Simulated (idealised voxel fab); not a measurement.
process module | voxel ribs on slabs
cross-section cut | 190 nm wide | cells 5 nm
A cross-section is a grid of square cells, given in bands from the top down. A band is one or more rows of cells.
Each band's line starts with the height of the band's top and of its bottom, in nm. Then come its materials from left to right, each with its width in nm. One material with "throughout" fills the band from edge to edge. "air" is empty space.
Height 0 is the level under which the wafer as received is all one material. The lowest band goes on downwards, as in "0 down".
A width such as "30 to 40" changes by the same amount from each row of cells to the next, from the band's top row to its bottom row.
"no change" after a step means that no cell of the cross-section changed.
closed voids: empty space of 8 cells or more with no open way to the top, each as width x height at its distance from the left edge, in nm
after a step's settings: what the simulator itself notes on the step
overlay nm, on a step with a mask: how far to the right of its planned place the mask lay; to the left if negative
plan
1 op RECEIVE | material Si
2 op DIRECTIONAL_DEP | material SiO2 | thk nm 30
3 op DIRECTIONAL_DEP | material SiN | thk nm 25
4 op MASKED_ETCH | tone cover | mask id RIB | width nm 20 | etch materials SiN | depth nm 20 | overlay nm 0
5 op PATTERN | tone cover | mask id SLAB | material resist | width nm 60 | thk nm 20 | overlay nm 0
6 op DIRECTIONAL_ETCH | etch materials SiN | depth nm 5
7 op STRIP | etch materials resist
8 op FILL_DEP | material SiO2 | thk nm 15
9 op CMP | height nm 65
10 op DIRECTIONAL_DEP | material TiN | thk nm 5
11 op DIRECTIONAL_DEP | material aC | thk nm 10
12 op PATTERN | tone cover | mask id HEATER | material resist | width nm 30 | thk nm 25 | overlay nm 0
13 op DIRECTIONAL_ETCH | etch materials aC | depth nm 10
14 op STRIP | etch materials resist
15 op DIRECTIONAL_ETCH | etch materials TiN | depth nm 5
16 op STRIP | etch materials aC
17 op CONFORMAL_DEP | material SiO2 | thk nm 5
as received, after step 1
  0 down: Si throughout
  closed voids: none
first wafer at the end, as planned
  75 to 70: air 75 | SiO2 40 | air 75
  70 to 65: SiO2 80 | TiN 30 | SiO2 80
  65 to 55: SiO2 throughout
  55 to 35: SiO2 85 | SiN 20 | SiO2 85
  35 to 30: SiO2 65 | SiN 60 | SiO2 65
  30 to 0: SiO2 throughout
  0 down: Si throughout
  closed voids: none
second wafer at the end: like start, like plan, one mistake
  75 to 70: air 75 | SiO2 40 | air 75
  70 to 65: SiO2 80 | TiN 30 | SiO2 80
  65 to 25: SiO2 throughout
  25 to 0: SiN throughout
  0 down: Si throughout
  closed voids: none
what went wrong: steps 2 and 3 were swapped
at the end the second wafer has, in cells: 162 more of SiN | 162 fewer of SiO2
